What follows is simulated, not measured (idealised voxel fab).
Herein follows the process module entitled voxel tone inversion.
Cross-sectional view cut (width: 175 nm; square cell size: 5 nm).
How to read a cross-section here: the picture is a grid of square cells, written as bands going from the top down, and any band can span one or more rows of cells. In this notation a band is specified by the heights of its top and bottom, in that order and in nm, after which its materials appear from left to right, each paired with its width in nm. The word "all across" attached to a single material means that material fills the band from edge to edge; the word "air" stands for empty space. Height is counted from the level 0, under which the received wafer is composed throughout of one material. The lowest of the bands is not closed at the bottom but continues downward, in the notation "0 down". When a width is written as two numbers, as in "30->40", the first number is the width in the top row of cells of the band and the second is the width in its bottom row, and the width changes by the same amount from each row to the next. Any step labelled "nothing altered" changed none of the cells in the cross-section. "Enclosed void listing" - sealed voids, min. 8 cells, no opening to top; format: width x height at distance (distance from left edge; nm throughout). That trailing text on a step's line, after the settings, is the simulator's own remark on the step. Steps that use a mask can have "overlay nm" on their line. It says how far the mask sat to the right of where it was meant to be. Negative means to the left.

This section lists the process steps that were planned:
1,op RECEIVE | material Si
2,op CONFORMAL_DEP | material SiCN | thk nm 5
3,op DIRECTIONAL_DEP | material aC | thk nm 25
4,op PATTERN | tone cover | mask id POSTS | material resist | width nm 25 | pitch nm 55 | thk nm 35 | overlay nm -5
5,op DIRECTIONAL_ETCH | etch materials aC | depth nm 25
6,op STRIP | etch materials resist
7,op FILL_DEP | material SiO2 | thk nm 5
8,op CMP | height nm 30
9,op STRIP | etch materials aC
Keep in mind the plan's value for the overlay nm of step 4 comes from the first wafer; the wafers don't share that setting, but they do share the same starting point.

First of several wafers (as received, post step 1), cross-sectional view:
> 0 down | Si all across
> Enclosed void listing: none

Module finished, last step 9 done: cross-section of the first of several wafers:
> 30 to 5 | SiO2 15 nm, then air 25 nm, then SiO2 30 nm, then air 25 nm, then SiO2 30 nm, then air 25 nm, then SiO2 25 nm
> 5 to 0 | SiCN all across
> 0 down | Si all across
> Enclosed void listing: none

Cross-section, last wafer, module completion:
> 30 to 5 | SiO2 25 nm, then air 25 nm, then SiO2 30 nm, then air 25 nm, then SiO2 30 nm, then air 25 nm, then SiO2 15 nm
> 5 to 0 | SiCN all across
> 0 down | Si all across
> Enclosed void listing: none

Below is a per-wafer table. In it, each row describes the wafer at the end of the module by giving, for each material, the number of cells gained (+) or lost (-) since the wafer was received, and after that the closed voids of the wafer:
overlay nm -5 | +35 SiCN | +100 SiO2 | Enclosed void listing: none
overlay nm 0 | +35 SiCN | +100 SiO2 | Enclosed void listing: none
overlay nm 5 | +35 SiCN | +100 SiO2 | Enclosed void listing: none
